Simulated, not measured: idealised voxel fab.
process module | voxel transistor to metal
Shown is cross-section cut, with a width of 210 nm and square cells of size 5 nm.
Cross-sections here: square-cell grids, written as top-down lists of bands, a band being one or more rows of cells.
Band: top and bottom heights (nm) first, top before bottom; then materials from left to right, widths in nm. "throughout" marks a sole material filling the band edge to edge. "blank" denotes empty space.
Counting heights begins at 0, where everything beneath is, in the wafer as received, one material. The lowest band has no bottom; it goes on downwards, as "z 0 and below" shows.
Width spec "30->40" -> top row of cells at first value, bottom row at second value, equal per-row change in between.
"remained unchanged" for a step: no cell of the cross-section changed in that step.
Entry "Sealed void list". Content: empty spaces with no open connection to the top, size 8 cells or greater. Each: width x height at distance. Distance: from left edge. Unit: nm.
If you see something after the settings on a step's line, that's the simulator's own remark about that step.
A step line may carry the setting "overlay nm", which, for steps involving a mask, states the distance by which the mask lay to the right of its intended position; negative values denote displacement to the left.
**Process steps foreseen in the plan**
1: RECEIVE: material Si
2: OXIDIZE: depth nm 5
3: CONFORMAL_DEP: material SiN, thk nm 10
4: MASKED_ETCH: tone cover, mask id ACTIVE, width nm 110, etch materials SiN, depth nm 10, overlay nm 0
5: MASKED_ETCH: tone cover, mask id ACTIVE, width nm 110, etch materials SiO2, depth nm 5, overlay nm 0
6: MASKED_ETCH: tone cover, mask id ACTIVE, width nm 110, etch materials Si, depth nm 20, overlay nm 0
7: FILL_DEP: material SiO2, thk nm 10
8: CMP: height nm 10
9: SELECTIVE_ETCH: etch materials SiO2, depth nm 10
10: STRIP: etch materials SiN
11: SELECTIVE_ETCH: etch materials SiO2, depth nm 5
12: OXIDIZE: depth nm 5
13: DIRECTIONAL_DEP: material polySi, thk nm 20
14: DIRECTIONAL_DEP: material SiCN, thk nm 15
15: DIRECTIONAL_DEP: material aC, thk nm 10
16: PATTERN: tone cover, mask id GATE, material resist, width nm 30, thk nm 25, overlay nm 0
17: DIRECTIONAL_ETCH: etch materials aC, depth nm 10
18: STRIP: etch materials resist
19: DIRECTIONAL_ETCH: etch materials SiCN, depth nm 25
20: DIRECTIONAL_ETCH: etch materials polySi, depth nm 30
21: STRIP: etch materials aC
22: CONFORMAL_DEP: material SiN, thk nm 10
23: DIRECTIONAL_ETCH: etch materials SiN, depth nm 10
24: DIRECTIONAL_ETCH: etch materials SiO2, depth nm 5
25: DIRECTIONAL_ETCH: etch materials Si, depth nm 15
26: EPI: material nSi, thk nm 20
27: FILL_DEP: material SiO2, thk nm 10
28: CMP: height nm 15
29: STRIP: etch materials polySi
30: SELECTIVE_ETCH: etch materials SiO2, depth nm 5
31: CONFORMAL_DEP: material HfO2, thk nm 5
32: CONFORMAL_DEP: material TiN, thk nm 5
33: FILL_DEP: material W, thk nm 10
34: CMP: height nm 10
35: DIRECTIONAL_DEP: material SiO2, thk nm 10
36: DIRECTIONAL_DEP: material aC, thk nm 15
37: PATTERN: tone open, mask id CONTACT, material resist, width nm 15, pitch nm 75, thk nm 35, overlay nm 0
38: DIRECTIONAL_ETCH: etch materials aC, depth nm 15
39: STRIP: etch materials resist
40: DIRECTIONAL_ETCH: etch materials SiO2, depth nm 10
41: STRIP: etch materials aC
42: CONFORMAL_DEP: material TiN, thk nm 5
43: FILL_DEP: material Ru, thk nm 10
44: CMP: height nm 20
45: CONFORMAL_DEP: material SiCN, thk nm 5
46: DIRECTIONAL_DEP: material SiO2, thk nm 15
47: PATTERN: tone open, mask id METAL_1, material resist, width nm 15, pitch nm 75, thk nm 20, overlay nm 0
48: DIRECTIONAL_ETCH: etch materials SiO2, depth nm 15
49: DIRECTIONAL_ETCH: etch materials SiCN, depth nm 5
50: STRIP: etch materials resist
51: CONFORMAL_DEP: material TiN, thk nm 5
52: FILL_DEP: material Ru, thk nm 10
53: CMP: height nm 40
54: CONFORMAL_DEP: material SiN, thk nm 5
**Wafer cross-section on receipt, i.e. after step 1**
* z 0 and below | Si throughout
* Sealed void list: none
**Below is the wafer in cross-section after the module was completed. It began from the starting point shown above and followed the plan shown above, except that one mistake was made while running it**
* z 45 to 40 | SiN throughout
* z 40 to 25 | SiO2 60 | TiN 5 | Ru 5 | TiN 5 | SiO2 60 | TiN 5 | Ru 5 | TiN 5 | SiO2 60
* z 25 to 20 | SiCN 60 | TiN 15 | SiCN 60 | TiN 15 | SiCN 60
* z 20 to 15 | SiO2 60 | TiN 5 | HfO2 5 | TiN 5 | SiO2 60 | TiN 5 | HfO2 5 | TiN 5 | SiO2 60
* z 15 to 10 | SiO2 60 | TiN 15 | SiO2 60 | TiN 15 | SiO2 60
* z 10 to 0 | SiO2 60 | nSi 20 | SiN 10 | HfO2 5 | TiN 5 | W 10 | TiN 5 | HfO2 5 | SiN 10 | nSi 20 | SiO2 60
* z 0 to -5 | SiO2 60 | nSi 20 | SiN 10 | HfO2 5 | TiN 20 | HfO2 5 | SiN 10 | nSi 20 | SiO2 60
* z -5 to -10 | SiO2 45 | nSi 35 | SiO2 5 | HfO2 40 | SiO2 5 | nSi 35 | SiO2 45
* z -10 to -25 | SiO2 50 | nSi 30 | Si 50 | nSi 30 | SiO2 50
* z -25 and below | Si throughout
* Sealed void list: none
The plan and the run diverged here: step 43, actual vs plan mismatch, actual run FILL_DEP: material HfO2, thk nm 10
